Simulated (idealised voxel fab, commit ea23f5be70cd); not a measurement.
The following is a process module called voxel wiring stack.
In the cross-section labelled cut, the width is 190 nm and each square cell is 5 nm.
Think of the cross-section as a grid of square cells. We describe it in bands, top to bottom, and each band covers one or more rows of those cells.
In this notation a band is specified by the heights of its top and bottom, in that order and in nm, after which its materials appear from left to right, each paired with its width in nm. The word "edge to edge" attached to a single material means that material fills the band from edge to edge; the word "air" stands for empty space.
Heads up on the height convention: 0 is the point under which the incoming wafer is all one material, and the lowest band has no bottom, it just keeps going down, like "0 nm and below".
The two numbers in a width such as "30..40" mark its ends across the band: the first belongs to the top row of cells, the second to the bottom row, and from each row to the next the width moves by the same amount.
"same as before" after a step means that no cell of the cross-section changed.
"Sealed void listing" enumerates empty spaces isolated from the top, with no open way to it, that contain at least 8 cells, giving each as width x height at distance from the left edge, all three in nm.
If you see something after the settings on a step's line, that's the simulator's own remark about that step.
Steps that use a mask can have "overlay nm" on their line. It says how far the mask sat to the right of where it was meant to be. Negative means to the left.
So here's the lineup of process steps we planned:
1) op RECEIVE | material Si
2) op CONFORMAL_DEP | material SiO2 | thk nm 15
3) op CONFORMAL_DEP | material SiN | thk nm 5
4) op DIRECTIONAL_DEP | material lowk | thk nm 25
5) op PATTERN | tone open | mask id METAL_1 | material resist | width nm 20 | pitch nm 40 | thk nm 15 | overlay nm 0
6) op DIRECTIONAL_ETCH | etch materials lowk | depth nm 25
7) op DIRECTIONAL_ETCH | etch materials SiN | depth nm 5
8) op STRIP | etch materials resist
9) op CONFORMAL_DEP | material TiN | thk nm 5
10) op FILL_DEP | material W | thk nm 10
11) op CMP | height nm 45
12) op EPI | material Ru | thk nm 5
13) op FILL_DEP | material SiCN | thk nm 5
14) op DIRECTIONAL_DEP | material lowk | thk nm 30
15) op DIRECTIONAL_DEP | material aC | thk nm 10
16) op PATTERN | tone open | mask id METAL_2 | material resist | width nm 20 | pitch nm 40 | thk nm 25 | overlay nm 0
17) op DIRECTIONAL_ETCH | etch materials aC | depth nm 10
18) op STRIP | etch materials resist
19) op DIRECTIONAL_ETCH | etch materials lowk | depth nm 20
20) op STRIP | etch materials aC
21) op PATTERN | tone open | mask id METAL_2_HOLES | material resist | width nm 15 | pitch nm 40 | thk nm 20 | overlay nm 0
22) op DIRECTIONAL_ETCH | etch materials lowk | depth nm 10
23) op DIRECTIONAL_ETCH | etch materials SiCN | depth nm 5
24) op STRIP | etch materials resist
25) op CONFORMAL_DEP | material TiN | thk nm 5
26) op FILL_DEP | material Ru | thk nm 5
27) op CMP | height nm 85
28) op CONFORMAL_DEP | material SiCN | thk nm 5
29) op DIRECTIONAL_DEP | material lowk | thk nm 15
30) op DIRECTIONAL_DEP | material aC | thk nm 15
31) op PATTERN | tone open | mask id PLUG_2 | material resist | width nm 15 | thk nm 30 | overlay nm 0
32) op DIRECTIONAL_ETCH | etch materials aC | depth nm 15
33) op STRIP | etch materials resist
34) op DIRECTIONAL_ETCH | etch materials lowk | depth nm 15
35) op DIRECTIONAL_ETCH | etch materials SiCN | depth nm 5
36) op STRIP | etch materials aC
37) op CONFORMAL_DEP | material TiN | thk nm 5
38) op FILL_DEP | material Cu | thk nm 5
39) op CMP | height nm 105
40) op CONFORMAL_DEP | material SiCN | thk nm 5
41) op DIRECTIONAL_DEP | material SiO2 | thk nm 15
42) op PATTERN | tone open | mask id METAL_3 | material resist | width nm 20 | pitch nm 40 | thk nm 20 | overlay nm 0
43) op DIRECTIONAL_ETCH | etch materials SiO2 | depth nm 15
44) op DIRECTIONAL_ETCH | etch materials SiCN | depth nm 5
45) op STRIP | etch materials resist
46) op CONFORMAL_DEP | material TiN | thk nm 5
47) op FILL_DEP | material Cu | thk nm 10
48) op CMP | height nm 125
49) op CONFORMAL_DEP | material SiN | thk nm 5
Wafer at receipt (post step 1), cross-section:
> 0 nm and below  Si edge to edge
> Sealed void listing: none
Final wafer profile in cross-section after the module, from the same start and plan as above, with one mistake made during processing:
> 130 nm to 125 nm  SiN edge to edge
> 125 nm to 110 nm  65 of SiO2 / 5 of TiN / 10 of Cu / 5 of TiN / 20 of SiO2 / 5 of TiN / 10 of Cu / 5 of TiN / 65 of SiO2
> 110 nm to 105 nm  65 of SiCN / 20 of TiN / 20 of SiCN / 20 of TiN / 65 of SiCN
> 105 nm to 90 nm  65 of lowk / 5 of TiN / 5 of Cu / 5 of TiN / 110 of lowk
> 90 nm to 85 nm  65 of SiCN / 15 of TiN / 110 of SiCN
> 85 nm to 80 nm  65 of lowk / 5 of TiN / 5 of Ru / 10 of TiN / 20 of lowk / 5 of TiN / 5 of Ru / 10 of TiN / 65 of lowk
> 80 nm to 70 nm  65 of lowk / 5 of TiN / 5 of Ru / 5 of TiN / 25 of lowk / 5 of TiN / 5 of Ru / 5 of TiN / 70 of lowk
> 70 nm to 65 nm  65 of SiCN / 15 of TiN / 25 of SiCN / 15 of TiN / 70 of SiCN
> 65 nm to 60 nm  Ru edge to edge
> 60 nm to 50 nm  W edge to edge
> 50 nm to 45 nm  70 of TiN / 10 of W / 30 of TiN / 10 of W / 70 of TiN
> 45 nm to 20 nm  65 of lowk / 5 of TiN / 10 of W / 5 of TiN / 20 of lowk / 5 of TiN / 10 of W / 5 of TiN / 65 of lowk
> 20 nm to 15 nm  65 of SiN / 20 of TiN / 20 of SiN / 20 of TiN / 65 of SiN
> 15 nm to 0 nm  SiO2 edge to edge
> 0 nm and below  Si edge to edge
> Sealed void listing: none
In executing the process, a mistake was made relative to the plan: step 11 was left out
